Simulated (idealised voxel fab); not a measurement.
Process module heading - voxel transistor to metal
In the cross-section labelled cut, the width is 160 nm and each square cell is 5 nm.
Cross-section format: a grid of square cells, given as bands from top to bottom; each band is one or more rows of cells. A band entry consists of two parts. The first gives the height of the band's top and the height of its bottom, in nm. The rest lists the band's materials from left to right, each with its width in nm. A single material labelled with the word "edge to edge" fills the band from edge to edge, and the word "air" marks empty space. Basically, 0 is our baseline, since under it the wafer straight out of the box is all one material. The bottom band has no lower end and keeps on going down, so it looks like "0 nm and below". Top row gets the first number, bottom row gets the second, and each row in between changes by the same step: that is how a band width like "30->40" works. Step marked "no change occurred"? Then no cell in the cross-section changed in it. Empty spaces without an open route to the top, at least 8 cells in extent, make up the entry "Unvented internal voids"; each is given as width x height at distance, where the distance is measured from the left edge, and all are in nm. Heads up: the bit after the settings on a step's line is the simulator's remark on that step. For masked steps, "overlay nm" on the step line gives how far right of plan the mask actually lay; a minus sign means it lay to the left.
Process steps - plan
| 1 | RECEIVE | material Si |
| 2 | CONFORMAL_DEP | material SiO2 | thk nm 5 |
| 3 | CONFORMAL_DEP | material SiN | thk nm 10 |
| 4 | MASKED_ETCH | tone cover | mask id ACTIVE | width nm 125 | etch materials SiN | depth nm 10 | overlay nm 0 |
| 5 | MASKED_ETCH | tone cover | mask id ACTIVE | width nm 125 | etch materials SiO2 | depth nm 5 | overlay nm 0 |
| 6 | MASKED_ETCH | tone cover | mask id ACTIVE | width nm 125 | etch materials Si | depth nm 20 | overlay nm 0 |
| 7 | OXIDIZE | depth nm 5 |
| 8 | FILL_DEP | material SiO2 | thk nm 5 |
| 9 | CMP | height nm 15 |
| 10 | SELECTIVE_ETCH | etch materials SiO2 | depth nm 10 |
| 11 | STRIP | etch materials SiN |
| 12 | SELECTIVE_ETCH | etch materials SiO2 | depth nm 5 |
| 13 | OXIDIZE | depth nm 5 |
| 14 | DIRECTIONAL_DEP | material polySi | thk nm 25 |
| 15 | DIRECTIONAL_DEP | material SiCN | thk nm 15 |
| 16 | PATTERN | tone cover | mask id GATE | material resist | width nm 35 | thk nm 15 | overlay nm 0 |
| 17 | DIRECTIONAL_ETCH | etch materials SiCN | depth nm 25 |
| 18 | DIRECTIONAL_ETCH | etch materials polySi | depth nm 35 |
| 19 | STRIP | etch materials resist |
| 20 | CONFORMAL_DEP | material SiO2 | thk nm 5 |
| 21 | DIRECTIONAL_ETCH | etch materials SiO2 | depth nm 5 |
| 22 | CONFORMAL_DEP | material SiN | thk nm 10 |
| 23 | DIRECTIONAL_ETCH | etch materials SiN | depth nm 10 |
| 24 | DIRECTIONAL_ETCH | etch materials SiO2 | depth nm 5 |
| 25 | EPI | material SiGe | thk nm 5 |
| 26 | FILL_DEP | material SiO2 | thk nm 5 |
| 27 | CMP | height nm 25 |
| 28 | STRIP | etch materials polySi |
| 29 | SELECTIVE_ETCH | etch materials SiO2 | depth nm 5 |
| 30 | CONFORMAL_DEP | material HfO2 | thk nm 5 |
| 31 | CONFORMAL_DEP | material TiN | thk nm 5 |
| 32 | FILL_DEP | material W | thk nm 10 |
| 33 | CMP | height nm 20 |
| 34 | DIRECTIONAL_DEP | material SiO2 | thk nm 15 |
| 35 | MASKED_ETCH | tone open | mask id CONTACT | width nm 20 | pitch nm 85 | etch materials SiO2 | depth nm 35 | overlay nm 0 |
| 36 | CONFORMAL_DEP | material TiN | thk nm 5 |
| 37 | FILL_DEP | material Ru | thk nm 5 |
| 38 | CMP | height nm 35 |
| 39 | CONFORMAL_DEP | material SiCN | thk nm 5 |
| 40 | DIRECTIONAL_DEP | material SiO2 | thk nm 20 |
| 41 | DIRECTIONAL_DEP | material aC | thk nm 10 |
| 42 | PATTERN | tone open | mask id METAL_1 | material resist | width nm 20 | pitch nm 85 | thk nm 25 | overlay nm 0 |
| 43 | DIRECTIONAL_ETCH | etch materials aC | depth nm 10 |
| 44 | STRIP | etch materials resist |
| 45 | DIRECTIONAL_ETCH | etch materials SiO2 | depth nm 20 |
| 46 | DIRECTIONAL_ETCH | etch materials SiCN | depth nm 5 |
| 47 | STRIP | etch materials aC |
| 48 | CONFORMAL_DEP | material TiN | thk nm 5 |
| 49 | FILL_DEP | material Cu | thk nm 5 |
| 50 | CMP | height nm 60 |
| 51 | CONFORMAL_DEP | material SiCN | thk nm 5 |
| 52 | DIRECTIONAL_DEP | material lowk | thk nm 25 |
| 53 | PATTERN | tone open | mask id METAL_2 | material resist | width nm 20 | pitch nm 85 | thk nm 20 | overlay nm 0 |
| 54 | DIRECTIONAL_ETCH | etch materials lowk | depth nm 15 |
| 55 | STRIP | etch materials resist |
| 56 | MASKED_ETCH | tone open | mask id METAL_2_HOLES | width nm 15 | pitch nm 85 | etch materials lowk | depth nm 10 | overlay nm 0 |
| 57 | MASKED_ETCH | tone open | mask id METAL_2_HOLES | width nm 15 | pitch nm 85 | etch materials SiCN | depth nm 5 | overlay nm 0 |
| 58 | CONFORMAL_DEP | material TiN | thk nm 5 |
| 59 | FILL_DEP | material Cu | thk nm 10 |
| 60 | CMP | height nm 90 |
| 61 | CONFORMAL_DEP | material SiN | thk nm 5 |
Wafer as received: cross-section following step 1
    0 nm and below = Si edge to edge
    Unvented internal voids: none
Run as planned - first of the two wafers cross-sectioned at the end of the module
    95 nm to 90 nm = SiN edge to edge
    90 nm to 80 nm = 25 of lowk, 5 of TiN, 10 of Cu, 5 of TiN, 65 of lowk, 5 of TiN, 10 of Cu, 5 of TiN, 30 of lowk
    80 nm to 75 nm = 25 of lowk, 5 of TiN, 5 of Cu, 10 of TiN, 65 of lowk, 5 of TiN, 5 of Cu, 10 of TiN, 30 of lowk
    75 nm to 65 nm = 25 of lowk, 5 of TiN, 5 of Cu, 5 of TiN, 70 of lowk, 5 of TiN, 5 of Cu, 5 of TiN, 35 of lowk
    65 nm to 60 nm = 25 of SiCN, 15 of TiN, 70 of SiCN, 15 of TiN, 35 of SiCN
    60 nm to 40 nm = 25 of SiO2, 5 of TiN, 10 of Cu, 5 of TiN, 65 of SiO2, 5 of TiN, 10 of Cu, 5 of TiN, 30 of SiO2
    40 nm to 35 nm = 25 of SiCN, 20 of TiN, 65 of SiCN, 20 of TiN, 30 of SiCN
    35 nm to 20 nm = 25 of SiO2, 5 of TiN, 10 of Ru, 5 of TiN, 65 of SiO2, 5 of TiN, 10 of Ru, 5 of TiN, 30 of SiO2
    20 nm to 5 nm = 25 of SiO2, 5 of TiN, 10 of Ru, 5 of TiN, 10 of SiN, 5 of HfO2, 5 of TiN, 25 of W, 5 of TiN, 5 of HfO2, 10 of SiN, 5 of TiN, 10 of Ru, 5 of TiN, 30 of SiO2
    5 nm to 0 nm = 25 of SiO2, 20 of TiN, 10 of SiN, 5 of HfO2, 35 of TiN, 5 of HfO2, 10 of SiN, 20 of TiN, 30 of SiO2
    0 nm to -5 nm = 15 of SiO2, 30 of SiGe, 10 of SiO2, 45 of HfO2, 10 of SiO2, 30 of SiGe, 20 of SiO2
    -5 nm to -25 nm = 20 of SiO2, 115 of Si, 25 of SiO2
    -25 nm and below = Si edge to edge
    Unvented internal voids: none
Presented here is a cross-section of the second of the two wafers as it stood at the end of the module. It was started in the same manner and assigned the same plan as the first wafer; however, one mistake was made in its execution
    95 nm to 90 nm = SiN edge to edge
    90 nm to 85 nm = 25 of SiCN, 15 of TiN, 70 of SiCN, 15 of TiN, 35 of SiCN
    85 nm to 60 nm = lowk edge to edge
    60 nm to 40 nm = 25 of SiO2, 5 of TiN, 10 of Cu, 5 of TiN, 65 of SiO2, 5 of TiN, 10 of Cu, 5 of TiN, 30 of SiO2
    40 nm to 35 nm = 25 of SiCN, 20 of TiN, 65 of SiCN, 20 of TiN, 30 of SiCN
    35 nm to 20 nm = 25 of SiO2, 5 of TiN, 10 of Ru, 5 of TiN, 65 of SiO2, 5 of TiN, 10 of Ru, 5 of TiN, 30 of SiO2
    20 nm to 5 nm = 25 of SiO2, 5 of TiN, 10 of Ru, 5 of TiN, 10 of SiN, 5 of HfO2, 5 of TiN, 25 of W, 5 of TiN, 5 of HfO2, 10 of SiN, 5 of TiN, 10 of Ru, 5 of TiN, 30 of SiO2
    5 nm to 0 nm = 25 of SiO2, 20 of TiN, 10 of SiN, 5 of HfO2, 35 of TiN, 5 of HfO2, 10 of SiN, 20 of TiN, 30 of SiO2
    0 nm to -5 nm = 15 of SiO2, 30 of SiGe, 10 of SiO2, 45 of HfO2, 10 of SiO2, 30 of SiGe, 20 of SiO2
    -5 nm to -25 nm = 20 of SiO2, 115 of Si, 25 of SiO2
    -25 nm and below = Si edge to edge
    Unvented internal voids: none
Short version of what went wrong: plan steps 51 and 52 run swapped
Counted in cells at the end, the second wafer holds more or fewer of these materials than the first: 14 fewer of Cu | 22 fewer of TiN | 36 more of lowk
